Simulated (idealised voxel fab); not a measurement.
Name of the process module below: voxel ribs on slabs
Cross-sectional view cut (width: 195 nm; square cell size: 5 nm).
We lay out every cross-section as a grid of square cells and spell it out in bands from the top down, where one band means one or more rows of cells. Each band's line starts with the height of the band's top and of its bottom, in nm. Then come its materials from left to right, each with its width in nm. One material with "everywhere" fills the band from edge to edge. "air" is empty space. Height is counted from the level 0, under which the received wafer is composed throughout of one material. The lowest of the bands is not closed at the bottom but continues downward, in the notation "0 down". Think of "30 to 40" as a width that walks from the first number to the second as you go down the band, top row to bottom row, taking equal-sized steps from row to row. "changes: none" -> step changed no cross-section cell. "Entrapped void list" contains a list of empty spaces, each no smaller than 8 cells and without an open way to the top, written in the form width x height at distance with the distance from the left edge and all three in nm. Where a step's line continues beyond its settings, the continuation is a remark by the simulator itself on that step. overlay nm: where the mask lay relative to plan, measured to the right, on steps with a mask; negatives go left.
-- So here's the lineup of process steps we planned
1: RECEIVE, material Si
2: DIRECTIONAL_DEP, material SiO2, thk nm 25
3: DIRECTIONAL_DEP, material SiN, thk nm 15
4: MASKED_ETCH, tone cover, mask id RIB, width nm 25, etch materials SiN, depth nm 10, overlay nm 0
5: DIRECTIONAL_DEP, material aC, thk nm 15
6: PATTERN, tone cover, mask id SLAB, material resist, width nm 85, thk nm 35, overlay nm 0
7: DIRECTIONAL_ETCH, etch materials aC, depth nm 15
8: STRIP, etch materials resist
9: DIRECTIONAL_ETCH, etch materials SiN, depth nm 5
10: STRIP, etch materials aC
11: FILL_DEP, material SiO2, thk nm 20
12: CMP, height nm 55
13: DIRECTIONAL_DEP, material TiN, thk nm 10
14: MASKED_ETCH, tone cover, mask id HEATER, width nm 35, etch materials TiN, depth nm 10, overlay nm 0
15: CONFORMAL_DEP, material SiN, thk nm 5
-- First of the two wafers, run per plan
-- So this is the incoming wafer in cross-section - it's already been through step 1
> 0 down  Si everywhere
> Entrapped void list: none
-- You're looking at a cross-section of the wafer after step 2
> 25 to 0  SiO2 everywhere
> Nothing below the height 0 has changed.
-- You're looking at a cross-section of the wafer after step 3
> 40 to 25  SiN everywhere
> Nothing below the height 25 has changed.
-- You're looking at a cross-section of the wafer after step 4
> 40 to 30  85 of air; 25 of SiN; 85 of air
> Nothing below the height 30 has changed.
-- You're looking at a cross-section of the wafer after step 5
> 55 to 45  85 of air; 25 of aC; 85 of air
> 45 to 40  aC everywhere
> 40 to 30  85 of aC; 25 of SiN; 85 of aC
> Nothing below the height 30 has changed.
-- You're looking at a cross-section of the wafer after step 6
> 90 to 55  55 of air; 85 of resist; 55 of air
> 55 to 45  55 of air; 30 of resist; 25 of aC; 30 of resist; 55 of air
> Nothing below the height 45 has changed.
-- You're looking at a cross-section of the wafer after step 7
> 75 to 55  55 of air; 85 of resist; 55 of air
> 55 to 45  55 of air; 30 of resist; 25 of aC; 30 of resist; 55 of air
> 45 to 40  55 of air; 85 of aC; 55 of air
> 40 to 30  55 of air; 30 of aC; 25 of SiN; 30 of aC; 55 of air
> Nothing below the height 30 has changed.
-- You're looking at a cross-section of the wafer after step 8
> 55 to 45  85 of air; 25 of aC; 85 of air
> Nothing below the height 45 has changed.
-- You're looking at a cross-section of the wafer after step 9
> 55 to 45  85 of air; 25 of aC; 85 of air
> 45 to 40  55 of air; 85 of aC; 55 of air
> 40 to 30  55 of air; 30 of aC; 25 of SiN; 30 of aC; 55 of air
> 30 to 25  55 of air; 85 of SiN; 55 of air
> Nothing below the height 25 has changed.
-- You're looking at a cross-section of the wafer after step 10
> 40 to 30  85 of air; 25 of SiN; 85 of air
> Nothing below the height 30 has changed.
-- You're looking at a cross-section of the wafer after step 11
> 60 to 40  SiO2 everywhere
> 40 to 30  85 of SiO2; 25 of SiN; 85 of SiO2
> 30 to 25  55 of SiO2; 85 of SiN; 55 of SiO2
> Nothing below the height 25 has changed.
-- You're looking at a cross-section of the wafer after step 12
> 55 to 40  SiO2 everywhere
> Nothing below the height 40 has changed.
-- You're looking at a cross-section of the wafer after step 13
> 65 to 55  TiN everywhere
> Nothing below the height 55 has changed.
-- You're looking at a cross-section of the wafer after step 14
> 65 to 55  80 of air; 35 of TiN; 80 of air
> Nothing below the height 55 has changed.
-- You're looking at a cross-section of the wafer after step 15
> 70 to 65  75 of air; 45 of SiN; 75 of air
> 65 to 60  75 of air; 5 of SiN; 35 of TiN; 5 of SiN; 75 of air
> 60 to 55  80 of SiN; 35 of TiN; 80 of SiN
> Nothing below the height 55 has changed.
-- Okay, second wafer. Nothing different at the start, nothing different in the plan, just one mistake somewhere in the running. As far as step 1, counting that step, it's the first wafer all over again
-- Cross-sectional representation of the second wafer at the time designated in the plan for the completion of step 2
> 15 to 0  SiN everywhere
> Nothing below the height 0 has changed.
-- Cross-sectional representation of the second wafer at the time designated in the plan for the completion of step 3
> 40 to 15  SiO2 everywhere
> Nothing below the height 15 has changed.
Cross-sectional representation of the second wafer at the time designated in the plan for the completion of step 4: changes: none
-- Cross-sectional representation of the second wafer at the time designated in the plan for the completion of step 5
> 55 to 40  aC everywhere
> Nothing below the height 40 has changed.
-- Cross-sectional representation of the second wafer at the time designated in the plan for the completion of step 6
> 90 to 55  55 of air; 85 of resist; 55 of air
> Nothing below the height 55 has changed.
-- Cross-sectional representation of the second wafer at the time designated in the plan for the completion of step 7
> 75 to 55  55 of air; 85 of resist; 55 of air
> 55 to 40  55 of air; 85 of aC; 55 of air
> Nothing below the height 40 has changed.
-- Cross-sectional representation of the second wafer at the time designated in the plan for the completion of step 8
> 55 to 40  55 of air; 85 of aC; 55 of air
> Nothing below the height 40 has changed.
Cross-sectional representation of the second wafer at the time designated in the plan for the completion of step 9: changes: none
-- Cross-sectional representation of the second wafer at the time designated in the plan for the completion of step 10
> 40 to 15  SiO2 everywhere
> Nothing below the height 15 has changed.
-- Cross-sectional representation of the second wafer at the time designated in the plan for the completion of step 11
> 60 to 15  SiO2 everywhere
> Nothing below the height 15 has changed.
-- Cross-sectional representation of the second wafer at the time designated in the plan for the completion of step 12
> 55 to 15  SiO2 everywhere
> Nothing below the height 15 has changed.
-- Cross-sectional representation of the second wafer at the time designated in the plan for the completion of step 13
> 65 to 55  TiN everywhere
> Nothing below the height 55 has changed.
-- Cross-sectional representation of the second wafer at the time designated in the plan for the completion of step 14
> 65 to 55  80 of air; 35 of TiN; 80 of air
> Nothing below the height 55 has changed.
-- Cross-sectional representation of the second wafer at the time designated in the plan for the completion of step 15
> 70 to 65  75 of air; 45 of SiN; 75 of air
> 65 to 60  75 of air; 5 of SiN; 35 of TiN; 5 of SiN; 75 of air
> 60 to 55  80 of SiN; 35 of TiN; 80 of SiN
> Nothing below the height 55 has changed.
What broke from the plan during processing? the processing plan was not followed for steps 2 and 3, which were run with their positions exchanged
Upon completion, the second wafer contains, in terms of cells, a greater or smaller amount of certain materials than the first wafer: SiN +90; SiO2 -90
